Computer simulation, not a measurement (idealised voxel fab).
Process module in this document: voxel ribs on slabs
Shown is cross-section cut, with a width of 295 nm and square cells of size 5 nm.
For the purposes of this document, a cross-section shall be understood as a grid of square cells, specified as bands listed in top-to-bottom order, each band consisting of one or more rows of cells.
Top height, bottom height, nm. Materials left to right, width each, nm. Single material + "full width" = fills band edge to edge. "blank" = empty.
A quick word on heights: they are counted from 0, and under that level the wafer as it came to us is one material throughout. The lowest band is different from the rest in having no bottom; it simply continues downward, written as in "top 0, no bottom".
A two-number width, for instance "30 to 40", indicates that the width is equal to the first number in the top row of the band and to the second number in the bottom row, and that it changes by a constant amount per row of cells.
"same as before" after a step means that no cell of the cross-section changed.
What "Sealed voids" gives you is every empty space of 8 cells or more that is cut off from the top. Each appears as width x height at distance, with the distance taken from the left edge and width, height and distance all in nm.
Step line, after settings: the simulator's comment on this step.
What "overlay nm" on a step's line means: if the step has a mask, that mask lay this far to the right of its planned place, or, when the value is negative, to the left.

LIST OF PLANNED PROCESS STEPS
1) RECEIVE, material Si
2) DIRECTIONAL_DEP, material SiO2, thk nm 30
3) DIRECTIONAL_DEP, material SiN, thk nm 25
4) DIRECTIONAL_DEP, material aC, thk nm 15
5) PATTERN, tone cover, mask id RIB, material resist, width nm 15, thk nm 30, overlay nm 0
6) DIRECTIONAL_ETCH, etch materials aC, depth nm 15
7) STRIP, etch materials resist
8) DIRECTIONAL_ETCH, etch materials SiN, depth nm 20
9) STRIP, etch materials aC
10) MASKED_ETCH, tone cover, mask id SLAB, width nm 55, etch materials SiN, depth nm 5, overlay nm 0
11) FILL_DEP, material SiO2, thk nm 30
12) CMP, height nm 75
13) DIRECTIONAL_DEP, material W, thk nm 5
14) DIRECTIONAL_DEP, material aC, thk nm 15
15) PATTERN, tone cover, mask id HEATER, material resist, width nm 25, thk nm 30, overlay nm 0
16) DIRECTIONAL_ETCH, etch materials aC, depth nm 15
17) STRIP, etch materials resist
18) DIRECTIONAL_ETCH, etch materials W, depth nm 5
19) STRIP, etch materials aC
20) CONFORMAL_DEP, material SiN, thk nm 5

THE FIRST OF A SET OF TWO WAFERS, RUN TO PLAN

CROSS-SECTION OF THE WAFER UPON ARRIVAL, REPRESENTING THE STATE REACHED AFTER STEP 1
- top 0, no bottom = Si full width
- Sealed voids: none

STEP 2 DONE - WAFER CROSS-SECTION
- top 30, bottom 0 = SiO2 full width
- For the remainder of the cross-section, below 0, there is no change.

STEP 3 DONE - WAFER CROSS-SECTION
- top 55, bottom 30 = SiN full width
- For the remainder of the cross-section, below 30, there is no change.

STEP 4 DONE - WAFER CROSS-SECTION
- top 70, bottom 55 = aC full width
- For the remainder of the cross-section, below 55, there is no change.

STEP 5 DONE - WAFER CROSS-SECTION
- top 100, bottom 70 = blank: 140, then resist: 15, then blank: 140
- For the remainder of the cross-section, below 70, there is no change.

STEP 6 DONE - WAFER CROSS-SECTION
- top 85, bottom 70 = blank: 140, then resist: 15, then blank: 140
- top 70, bottom 55 = blank: 140, then aC: 15, then blank: 140
- For the remainder of the cross-section, below 55, there is no change.

STEP 7 DONE - WAFER CROSS-SECTION
- top 70, bottom 55 = blank: 140, then aC: 15, then blank: 140
- For the remainder of the cross-section, below 55, there is no change.

STEP 8 DONE - WAFER CROSS-SECTION
- top 70, bottom 55 = blank: 140, then aC: 15, then blank: 140
- top 55, bottom 35 = blank: 140, then SiN: 15, then blank: 140
- For the remainder of the cross-section, below 35, there is no change.

STEP 9 DONE - WAFER CROSS-SECTION
- top 55, bottom 35 = blank: 140, then SiN: 15, then blank: 140
- For the remainder of the cross-section, below 35, there is no change.

STEP 10 DONE - WAFER CROSS-SECTION
- top 55, bottom 35 = blank: 140, then SiN: 15, then blank: 140
- top 35, bottom 30 = blank: 120, then SiN: 55, then blank: 120
- For the remainder of the cross-section, below 30, there is no change.

STEP 11 DONE - WAFER CROSS-SECTION
- top 85, bottom 55 = SiO2 full width
- top 55, bottom 35 = SiO2: 140, then SiN: 15, then SiO2: 140
- top 35, bottom 30 = SiO2: 120, then SiN: 55, then SiO2: 120
- For the remainder of the cross-section, below 30, there is no change.

STEP 12 DONE - WAFER CROSS-SECTION
- top 75, bottom 55 = SiO2 full width
- For the remainder of the cross-section, below 55, there is no change.

STEP 13 DONE - WAFER CROSS-SECTION
- top 80, bottom 75 = W full width
- For the remainder of the cross-section, below 75, there is no change.

STEP 14 DONE - WAFER CROSS-SECTION
- top 95, bottom 80 = aC full width
- For the remainder of the cross-section, below 80, there is no change.

STEP 15 DONE - WAFER CROSS-SECTION
- top 125, bottom 95 = blank: 135, then resist: 25, then blank: 135
- For the remainder of the cross-section, below 95, there is no change.

STEP 16 DONE - WAFER CROSS-SECTION
- top 110, bottom 95 = blank: 135, then resist: 25, then blank: 135
- top 95, bottom 80 = blank: 135, then aC: 25, then blank: 135
- For the remainder of the cross-section, below 80, there is no change.

STEP 17 DONE - WAFER CROSS-SECTION
- top 95, bottom 80 = blank: 135, then aC: 25, then blank: 135
- For the remainder of the cross-section, below 80, there is no change.

STEP 18 DONE - WAFER CROSS-SECTION
- top 95, bottom 80 = blank: 135, then aC: 25, then blank: 135
- top 80, bottom 75 = blank: 135, then W: 25, then blank: 135
- For the remainder of the cross-section, below 75, there is no change.

STEP 19 DONE - WAFER CROSS-SECTION
- top 80, bottom 75 = blank: 135, then W: 25, then blank: 135
- For the remainder of the cross-section, below 75, there is no change.

STEP 20 DONE - WAFER CROSS-SECTION
- top 85, bottom 80 = blank: 130, then SiN: 35, then blank: 130
- top 80, bottom 75 = SiN: 135, then W: 25, then SiN: 135
- For the remainder of the cross-section, below 75, there is no change.

OKAY, SECOND WAFER. NOTHING DIFFERENT AT THE START, NOTHING DIFFERENT IN THE PLAN, JUST ONE MISTAKE SOMEWHERE IN THE RUNNING. AS FAR AS STEP 9, COUNTING THAT STEP, IT'S THE FIRST WAFER ALL OVER AGAIN

CROSS-SECTION OF THE SECOND WAFER CORRESPONDING TO THE PLANNED CONCLUSION OF STEP 10
- top 55, bottom 35 = blank: 140, then SiN: 15, then blank: 140
- top 35, bottom 30 = blank: 125, then SiN: 45, then blank: 125
- For the remainder of the cross-section, below 30, there is no change.

CROSS-SECTION OF THE SECOND WAFER CORRESPONDING TO THE PLANNED CONCLUSION OF STEP 11
- top 85, bottom 55 = SiO2 full width
- top 55, bottom 35 = SiO2: 140, then SiN: 15, then SiO2: 140
- top 35, bottom 30 = SiO2: 125, then SiN: 45, then SiO2: 125
- For the remainder of the cross-section, below 30, there is no change.

CROSS-SECTION OF THE SECOND WAFER CORRESPONDING TO THE PLANNED CONCLUSION OF STEP 12
- top 75, bottom 55 = SiO2 full width
- For the remainder of the cross-section, below 55, there is no change.

CROSS-SECTION OF THE SECOND WAFER CORRESPONDING TO THE PLANNED CONCLUSION OF STEP 13
- top 80, bottom 75 = W full width
- For the remainder of the cross-section, below 75, there is no change.

CROSS-SECTION OF THE SECOND WAFER CORRESPONDING TO THE PLANNED CONCLUSION OF STEP 14
- top 95, bottom 80 = aC full width
- For the remainder of the cross-section, below 80, there is no change.

CROSS-SECTION OF THE SECOND WAFER CORRESPONDING TO THE PLANNED CONCLUSION OF STEP 15
- top 125, bottom 95 = blank: 135, then resist: 25, then blank: 135
- For the remainder of the cross-section, below 95, there is no change.

CROSS-SECTION OF THE SECOND WAFER CORRESPONDING TO THE PLANNED CONCLUSION OF STEP 16
- top 110, bottom 95 = blank: 135, then resist: 25, then blank: 135
- top 95, bottom 80 = blank: 135, then aC: 25, then blank: 135
- For the remainder of the cross-section, below 80, there is no change.

CROSS-SECTION OF THE SECOND WAFER CORRESPONDING TO THE PLANNED CONCLUSION OF STEP 17
- top 95, bottom 80 = blank: 135, then aC: 25, then blank: 135
- For the remainder of the cross-section, below 80, there is no change.

CROSS-SECTION OF THE SECOND WAFER CORRESPONDING TO THE PLANNED CONCLUSION OF STEP 18
- top 95, bottom 80 = blank: 135, then aC: 25, then blank: 135
- top 80, bottom 75 = blank: 135, then W: 25, then blank: 135
- For the remainder of the cross-section, below 75, there is no change.

CROSS-SECTION OF THE SECOND WAFER CORRESPONDING TO THE PLANNED CONCLUSION OF STEP 19
- top 80, bottom 75 = blank: 135, then W: 25, then blank: 135
- For the remainder of the cross-section, below 75, there is no change.

CROSS-SECTION OF THE SECOND WAFER CORRESPONDING TO THE PLANNED CONCLUSION OF STEP 20
- top 85, bottom 80 = blank: 130, then SiN: 35, then blank: 130
- top 80, bottom 75 = SiN: 135, then W: 25, then SiN: 135
- For the remainder of the cross-section, below 75, there is no change.
Error vs. plan: step 10, actual vs plan mismatch, actual run MASKED_ETCH, tone cover, mask id SLAB, width nm 45, etch materials SiN, depth nm 5, overlay nm 0
In the final state, the cell counts of the second wafer exceed or fall short of those of the first for the following materials: SiN -2; SiO2 +2
